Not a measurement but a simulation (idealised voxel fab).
Process module heading - voxel capacitor over wiring
Section shown: cut. Width: 280 nm. Cell size: 5 nm, square.
If you're reading a cross-section in this doc, picture square cells in a grid; it comes to you as bands, top ones listed first down to the bottom, and a band can be one or more rows of cells.
For a band, the entry starts with two heights in nm, that of the top and then that of the bottom, and carries on with the band's materials in order from left to right, each alongside its width in nm; the word "all across" beside a single material means it fills the band edge to edge, and "blank" means empty space.
Where do heights start? At 0: under that level the wafer as delivered is made of one material only. And the lowest band has no floor; it just carries on downward, as in "from 0 down".
The expression "30..40" gives the width at the extremes of the band, the first number at its top row of cells and the second at its bottom row, with the width changing by equal amounts from each row to the next in between.
"same as before", as given for a step, is the statement that not any cell of the cross-section underwent a change during that step.
Empty spaces without an open route to the top, at least 8 cells in extent, make up the entry "Entrapped void list"; each is given as width x height at distance, where the distance is measured from the left edge, and all are in nm.
Post-settings text on a step line: simulator's own remark regarding the step.
If you see "overlay nm" on a step's line and that step has a mask, it's telling you how far right of where it was planned the mask ended up; a negative number means it went left instead.
Planned process steps
1,op RECEIVE | material Si
2,op CONFORMAL_DEP | material SiO2 | thk nm 10
3,op CONFORMAL_DEP | material SiN | thk nm 5
4,op DIRECTIONAL_DEP | material SiO2 | thk nm 15
5,op PATTERN | tone open | mask id METAL_1 | material resist | width nm 20 | pitch nm 70 | thk nm 15 | overlay nm 0
6,op DIRECTIONAL_ETCH | etch materials SiO2 | depth nm 15
7,op DIRECTIONAL_ETCH | etch materials SiN | depth nm 5
8,op STRIP | etch materials resist
9,op CONFORMAL_DEP | material TiN | thk nm 5
10,op FILL_DEP | material W | thk nm 10
11,op CMP | height nm 30
12,op EPI | material Ru | thk nm 5
13,op FILL_DEP | material SiCN | thk nm 5
14,op DIRECTIONAL_DEP | material lowk | thk nm 10
15,op DIRECTIONAL_DEP | material aC | thk nm 15
16,op PATTERN | tone open | mask id PLUG_1 | material resist | width nm 15 | thk nm 35 | overlay nm 0
17,op DIRECTIONAL_ETCH | etch materials aC | depth nm 15
18,op STRIP | etch materials resist
19,op DIRECTIONAL_ETCH | etch materials lowk | depth nm 10
20,op DIRECTIONAL_ETCH | etch materials SiCN | depth nm 5
21,op STRIP | etch materials aC
22,op CONFORMAL_DEP | material TiN | thk nm 5
23,op FILL_DEP | material Ru | thk nm 10
24,op CMP | height nm 50
25,op DIRECTIONAL_DEP | material TiN | thk nm 5
26,op DIRECTIONAL_DEP | material HfO2 | thk nm 5
27,op DIRECTIONAL_DEP | material TiN | thk nm 5
28,op DIRECTIONAL_DEP | material aC | thk nm 10
29,op PATTERN | tone cover | mask id UPPER_PLATE | material resist | width nm 55 | thk nm 25 | overlay nm 0
30,op DIRECTIONAL_ETCH | etch materials aC | depth nm 10
31,op STRIP | etch materials resist
32,op DIRECTIONAL_ETCH | etch materials TiN | depth nm 5
33,op DIRECTIONAL_ETCH | etch materials HfO2 | depth nm 5
34,op STRIP | etch materials aC
35,op MASKED_ETCH | tone cover | mask id LOWER_PLATE | width nm 65 | etch materials TiN | depth nm 5 | overlay nm 0
36,op FILL_DEP | material SiO2 | thk nm 15
37,op CMP | height nm 75
38,op DIRECTIONAL_DEP | material aC | thk nm 15
39,op PATTERN | tone open | mask id PLUG_2 | material resist | width nm 15 | thk nm 30 | overlay nm 0
40,op DIRECTIONAL_ETCH | etch materials aC | depth nm 15
41,op STRIP | etch materials resist
42,op DIRECTIONAL_ETCH | etch materials SiO2 | depth nm 10
43,op STRIP | etch materials aC
44,op CONFORMAL_DEP | material TiN | thk nm 5
45,op FILL_DEP | material Cu | thk nm 10
46,op CMP | height nm 75
47,op CONFORMAL_DEP | material SiCN | thk nm 5
First of the two wafers, run per plan
Wafer at receipt (post step 1), cross-section
	from 0 down | Si all across
	Entrapped void list: none
State of the wafer after step 2, shown in cross-section
	from 10 to 0 | SiO2 all across
	Beneath the level 0, the cross-section is identical to its previous state.
State of the wafer after step 3, shown in cross-section
	from 15 to 10 | SiN all across
	Beneath the level 10, the cross-section is identical to its previous state.
State of the wafer after step 4, shown in cross-section
	from 30 to 15 | SiO2 all across
	Beneath the level 15, the cross-section is identical to its previous state.
State of the wafer after step 5, shown in cross-section
	from 45 to 30 | 95 nm resist; 20 nm blank; 50 nm resist; 20 nm blank; 95 nm resist
	Beneath the level 30, the cross-section is identical to its previous state.
State of the wafer after step 6, shown in cross-section
	from 45 to 30 | 95 nm resist; 20 nm blank; 50 nm resist; 20 nm blank; 95 nm resist
	from 30 to 15 | 95 nm SiO2; 20 nm blank; 50 nm SiO2; 20 nm blank; 95 nm SiO2
	Beneath the level 15, the cross-section is identical to its previous state.
State of the wafer after step 7, shown in cross-section
	from 45 to 30 | 95 nm resist; 20 nm blank; 50 nm resist; 20 nm blank; 95 nm resist
	from 30 to 15 | 95 nm SiO2; 20 nm blank; 50 nm SiO2; 20 nm blank; 95 nm SiO2
	from 15 to 10 | 95 nm SiN; 20 nm blank; 50 nm SiN; 20 nm blank; 95 nm SiN
	Beneath the level 10, the cross-section is identical to its previous state.
State of the wafer after step 8, shown in cross-section
	from 30 to 15 | 95 nm SiO2; 20 nm blank; 50 nm SiO2; 20 nm blank; 95 nm SiO2
	Beneath the level 15, the cross-section is identical to its previous state.
State of the wafer after step 9, shown in cross-section
	from 35 to 30 | 100 nm TiN; 10 nm blank; 60 nm TiN; 10 nm blank; 100 nm TiN
	from 30 to 15 | 95 nm SiO2; 5 nm TiN; 10 nm blank; 5 nm TiN; 50 nm SiO2; 5 nm TiN; 10 nm blank; 5 nm TiN; 95 nm SiO2
	from 15 to 10 | 95 nm SiN; 20 nm TiN; 50 nm SiN; 20 nm TiN; 95 nm SiN
	Beneath the level 10, the cross-section is identical to its previous state.
State of the wafer after step 10, shown in cross-section
	from 45 to 35 | W all across
	from 35 to 30 | 100 nm TiN; 10 nm W; 60 nm TiN; 10 nm W; 100 nm TiN
	from 30 to 15 | 95 nm SiO2; 5 nm TiN; 10 nm W; 5 nm TiN; 50 nm SiO2; 5 nm TiN; 10 nm W; 5 nm TiN; 95 nm SiO2
	Beneath the level 15, the cross-section is identical to its previous state.
State of the wafer after step 11, shown in cross-section
	from 30 to 15 | 95 nm SiO2; 5 nm TiN; 10 nm W; 5 nm TiN; 50 nm SiO2; 5 nm TiN; 10 nm W; 5 nm TiN; 95 nm SiO2
	Beneath the level 15, the cross-section is identical to its previous state.
State of the wafer after step 12, shown in cross-section
	from 35 to 30 | 90 nm blank; 30 nm Ru; 40 nm blank; 30 nm Ru; 90 nm blank
	Beneath the level 30, the cross-section is identical to its previous state.
State of the wafer after step 13, shown in cross-section
	from 40 to 35 | SiCN all across
	from 35 to 30 | 90 nm SiCN; 30 nm Ru; 40 nm SiCN; 30 nm Ru; 90 nm SiCN
	Beneath the level 30, the cross-section is identical to its previous state.
State of the wafer after step 14, shown in cross-section
	from 50 to 40 | lowk all across
	Beneath the level 40, the cross-section is identical to its previous state.
State of the wafer after step 15, shown in cross-section
	from 65 to 50 | aC all across
	Beneath the level 50, the cross-section is identical to its previous state.
State of the wafer after step 16, shown in cross-section
	from 100 to 65 | 100 nm resist; 15 nm blank; 165 nm resist
	Beneath the level 65, the cross-section is identical to its previous state.
State of the wafer after step 17, shown in cross-section
	from 85 to 65 | 100 nm resist; 15 nm blank; 165 nm resist
	from 65 to 50 | 100 nm aC; 15 nm blank; 165 nm aC
	Beneath the level 50, the cross-section is identical to its previous state.
State of the wafer after step 18, shown in cross-section
	from 65 to 50 | 100 nm aC; 15 nm blank; 165 nm aC
	Beneath the level 50, the cross-section is identical to its previous state.
State of the wafer after step 19, shown in cross-section
	from 65 to 50 | 100 nm aC; 15 nm blank; 165 nm aC
	from 50 to 40 | 100 nm lowk; 15 nm blank; 165 nm lowk
	Beneath the level 40, the cross-section is identical to its previous state.
State of the wafer after step 20, shown in cross-section
	from 65 to 50 | 100 nm aC; 15 nm blank; 165 nm aC
	from 50 to 40 | 100 nm lowk; 15 nm blank; 165 nm lowk
	from 40 to 35 | 100 nm SiCN; 15 nm blank; 165 nm SiCN
	Beneath the level 35, the cross-section is identical to its previous state.
State of the wafer after step 21, shown in cross-section
	from 50 to 40 | 100 nm lowk; 15 nm blank; 165 nm lowk
	Beneath the level 40, the cross-section is identical to its previous state.
State of the wafer after step 22, shown in cross-section
	from 55 to 50 | 105 nm TiN; 5 nm blank; 170 nm TiN
	from 50 to 40 | 100 nm lowk; 5 nm TiN; 5 nm blank; 5 nm TiN; 165 nm lowk
	from 40 to 35 | 100 nm SiCN; 15 nm TiN; 165 nm SiCN
	Beneath the level 35, the cross-section is identical to its previous state.
State of the wafer after step 23, shown in cross-section
	from 65 to 55 | Ru all across
	from 55 to 50 | 105 nm TiN; 5 nm Ru; 170 nm TiN
	from 50 to 40 | 100 nm lowk; 5 nm TiN; 5 nm Ru; 5 nm TiN; 165 nm lowk
	Beneath the level 40, the cross-section is identical to its previous state.
State of the wafer after step 24, shown in cross-section
	from 50 to 40 | 100 nm lowk; 5 nm TiN; 5 nm Ru; 5 nm TiN; 165 nm lowk
	Beneath the level 40, the cross-section is identical to its previous state.
State of the wafer after step 25, shown in cross-section
	from 55 to 50 | TiN all across
	Beneath the level 50, the cross-section is identical to its previous state.
State of the wafer after step 26, shown in cross-section
	from 60 to 55 | HfO2 all across
	Beneath the level 55, the cross-section is identical to its previous state.
State of the wafer after step 27, shown in cross-section
	from 65 to 60 | TiN all across
	Beneath the level 60, the cross-section is identical to its previous state.
State of the wafer after step 28, shown in cross-section
	from 75 to 65 | aC all across
	Beneath the level 65, the cross-section is identical to its previous state.
State of the wafer after step 29, shown in cross-section
	from 100 to 75 | 100 nm blank; 55 nm resist; 125 nm blank
	Beneath the level 75, the cross-section is identical to its previous state.
State of the wafer after step 30, shown in cross-section
	from 90 to 75 | 100 nm blank; 55 nm resist; 125 nm blank
	from 75 to 65 | 100 nm blank; 55 nm aC; 125 nm blank
	Beneath the level 65, the cross-section is identical to its previous state.
State of the wafer after step 31, shown in cross-section
	from 75 to 65 | 100 nm blank; 55 nm aC; 125 nm blank
	Beneath the level 65, the cross-section is identical to its previous state.
State of the wafer after step 32, shown in cross-section
	from 75 to 65 | 100 nm blank; 55 nm aC; 125 nm blank
	from 65 to 60 | 100 nm blank; 55 nm TiN; 125 nm blank
	Beneath the level 60, the cross-section is identical to its previous state.
State of the wafer after step 33, shown in cross-section
	from 75 to 65 | 100 nm blank; 55 nm aC; 125 nm blank
	from 65 to 60 | 100 nm blank; 55 nm TiN; 125 nm blank
	from 60 to 55 | 100 nm blank; 55 nm HfO2; 125 nm blank
	Beneath the level 55, the cross-section is identical to its previous state.
State of the wafer after step 34, shown in cross-section
	from 65 to 60 | 100 nm blank; 55 nm TiN; 125 nm blank
	Beneath the level 60, the cross-section is identical to its previous state.
State of the wafer after step 35, shown in cross-section
	from 65 to 60 | 100 nm blank; 55 nm TiN; 125 nm blank
	from 60 to 55 | 100 nm blank; 55 nm HfO2; 125 nm blank
	from 55 to 50 | 95 nm blank; 65 nm TiN; 120 nm blank
	Beneath the level 50, the cross-section is identical to its previous state.
State of the wafer after step 36, shown in cross-section
	from 80 to 65 | SiO2 all across
	from 65 to 60 | 100 nm SiO2; 55 nm TiN; 125 nm SiO2
	from 60 to 55 | 100 nm SiO2; 55 nm HfO2; 125 nm SiO2
	from 55 to 50 | 95 nm SiO2; 65 nm TiN; 120 nm SiO2
	Beneath the level 50, the cross-section is identical to its previous state.
State of the wafer after step 37, shown in cross-section
	from 75 to 65 | SiO2 all across
	Beneath the level 65, the cross-section is identical to its previous state.
State of the wafer after step 38, shown in cross-section
	from 90 to 75 | aC all across
	Beneath the level 75, the cross-section is identical to its previous state.
State of the wafer after step 39, shown in cross-section
	from 120 to 90 | 110 nm resist; 15 nm blank; 155 nm resist
	Beneath the level 90, the cross-section is identical to its previous state.
State of the wafer after step 40, shown in cross-section
	from 105 to 90 | 110 nm resist; 15 nm blank; 155 nm resist
	from 90 to 75 | 110 nm aC; 15 nm blank; 155 nm aC
	Beneath the level 75, the cross-section is identical to its previous state.
State of the wafer after step 41, shown in cross-section
	from 90 to 75 | 110 nm aC; 15 nm blank; 155 nm aC
	Beneath the level 75, the cross-section is identical to its previous state.
State of the wafer after step 42, shown in cross-section
	from 90 to 75 | 110 nm aC; 15 nm blank; 155 nm aC
	from 75 to 65 | 110 nm SiO2; 15 nm blank; 155 nm SiO2
	Beneath the level 65, the cross-section is identical to its previous state.
State of the wafer after step 43, shown in cross-section
	from 75 to 65 | 110 nm SiO2; 15 nm blank; 155 nm SiO2
	Beneath the level 65, the cross-section is identical to its previous state.
State of the wafer after step 44, shown in cross-section
	from 80 to 75 | 115 nm TiN; 5 nm blank; 160 nm TiN
	from 75 to 70 | 110 nm SiO2; 5 nm TiN; 5 nm blank; 5 nm TiN; 155 nm SiO2
	from 70 to 60 | 110..100 nm SiO2; 15..55 nm TiN; 155..125 nm SiO2
	Beneath the level 60, the cross-section is identical to its previous state.
State of the wafer after step 45, shown in cross-section
	from 90 to 80 | Cu all across
	from 80 to 75 | 115 nm TiN; 5 nm Cu; 160 nm TiN
	from 75 to 70 | 110 nm SiO2; 5 nm TiN; 5 nm Cu; 5 nm TiN; 155 nm SiO2
	Beneath the level 70, the cross-section is identical to its previous state.
State of the wafer after step 46, shown in cross-section
	from 75 to 70 | 110 nm SiO2; 5 nm TiN; 5 nm Cu; 5 nm TiN; 155 nm SiO2
	Beneath the level 70, the cross-section is identical to its previous state.
State of the wafer after step 47, shown in cross-section
	from 80 to 75 | SiCN all across
	Beneath the level 75, the cross-section is identical to its previous state.
Notes, second wafer: start = first wafer's, plan = first wafer's, execution had one mistake; history identical to first through step 26
Here is the second wafer in cross-section at the point where step 27 of the plan should have been done
	from 65 to 60 | Ru all across
	Beneath the level 60, the cross-section is identical to its previous state.
Here is the second wafer in cross-section at the point where step 28 of the plan should have been done
	from 75 to 65 | aC all across
	Beneath the level 65, the cross-section is identical to its previous state.
Here is the second wafer in cross-section at the point where step 29 of the plan should have been done
	from 100 to 75 | 100 nm blank; 55 nm resist; 125 nm blank
	Beneath the level 75, the cross-section is identical to its previous state.
Here is the second wafer in cross-section at the point where step 30 of the plan should have been done
	from 90 to 75 | 100 nm blank; 55 nm resist; 125 nm blank
	from 75 to 65 | 100 nm blank; 55 nm aC; 125 nm blank
	Beneath the level 65, the cross-section is identical to its previous state.
Here is the second wafer in cross-section at the point where step 31 of the plan should have been done
	from 75 to 65 | 100 nm blank; 55 nm aC; 125 nm blank
	Beneath the level 65, the cross-section is identical to its previous state.
Here is the second wafer in cross-section at the point where step 32 of the plan should have been done: same as before
Here is the second wafer in cross-section at the point where step 33 of the plan should have been done: same as before
Here is the second wafer in cross-section at the point where step 34 of the plan should have been done
	from 65 to 60 | Ru all across
	Beneath the level 60, the cross-section is identical to its previous state.
Here is the second wafer in cross-section at the point where step 35 of the plan should have been done: same as before
Here is the second wafer in cross-section at the point where step 36 of the plan should have been done
	from 80 to 65 | SiO2 all across
	Beneath the level 65, the cross-section is identical to its previous state.
Here is the second wafer in cross-section at the point where step 37 of the plan should have been done
	from 75 to 65 | SiO2 all across
	Beneath the level 65, the cross-section is identical to its previous state.
Here is the second wafer in cross-section at the point where step 38 of the plan should have been done
	from 90 to 75 | aC all across
	Beneath the level 75, the cross-section is identical to its previous state.
Here is the second wafer in cross-section at the point where step 39 of the plan should have been done
	from 120 to 90 | 110 nm resist; 15 nm blank; 155 nm resist
	Beneath the level 90, the cross-section is identical to its previous state.
Here is the second wafer in cross-section at the point where step 40 of the plan should have been done
	from 105 to 90 | 110 nm resist; 15 nm blank; 155 nm resist
	from 90 to 75 | 110 nm aC; 15 nm blank; 155 nm aC
	Beneath the level 75, the cross-section is identical to its previous state.
Here is the second wafer in cross-section at the point where step 41 of the plan should have been done
	from 90 to 75 | 110 nm aC; 15 nm blank; 155 nm aC
	Beneath the level 75, the cross-section is identical to its previous state.
Here is the second wafer in cross-section at the point where step 42 of the plan should have been done
	from 90 to 75 | 110 nm aC; 15 nm blank; 155 nm aC
	from 75 to 65 | 110 nm SiO2; 15 nm blank; 155 nm SiO2
	Beneath the level 65, the cross-section is identical to its previous state.
Here is the second wafer in cross-section at the point where step 43 of the plan should have been done
	from 75 to 65 | 110 nm SiO2; 15 nm blank; 155 nm SiO2
	Beneath the level 65, the cross-section is identical to its previous state.
Here is the second wafer in cross-section at the point where step 44 of the plan should have been done
	from 80 to 75 | 115 nm TiN; 5 nm blank; 160 nm TiN
	from 75 to 70 | 110 nm SiO2; 5 nm TiN; 5 nm blank; 5 nm TiN; 155 nm SiO2
	from 70 to 65 | 110 nm SiO2; 15 nm TiN; 155 nm SiO2
	Beneath the level 65, the cross-section is identical to its previous state.
Here is the second wafer in cross-section at the point where step 45 of the plan should have been done
	from 90 to 80 | Cu all across
	from 80 to 75 | 115 nm TiN; 5 nm Cu; 160 nm TiN
	from 75 to 70 | 110 nm SiO2; 5 nm TiN; 5 nm Cu; 5 nm TiN; 155 nm SiO2
	Beneath the level 70, the cross-section is identical to its previous state.
Here is the second wafer in cross-section at the point where step 46 of the plan should have been done
	from 75 to 70 | 110 nm SiO2; 5 nm TiN; 5 nm Cu; 5 nm TiN; 155 nm SiO2
	Beneath the level 70, the cross-section is identical to its previous state.
Here is the second wafer in cross-section at the point where step 47 of the plan should have been done
	from 80 to 75 | SiCN all across
	Beneath the level 75, the cross-section is identical to its previous state.
Error vs. plan: step 27 deviated from plan and actually ran as op DIRECTIONAL_DEP | material Ru | thk nm 5
Final cells, second wafer relative to first, materials higher or lower: HfO2: 45 more, Ru: 56 more, SiO2: 133 fewer, TiN: 32 more
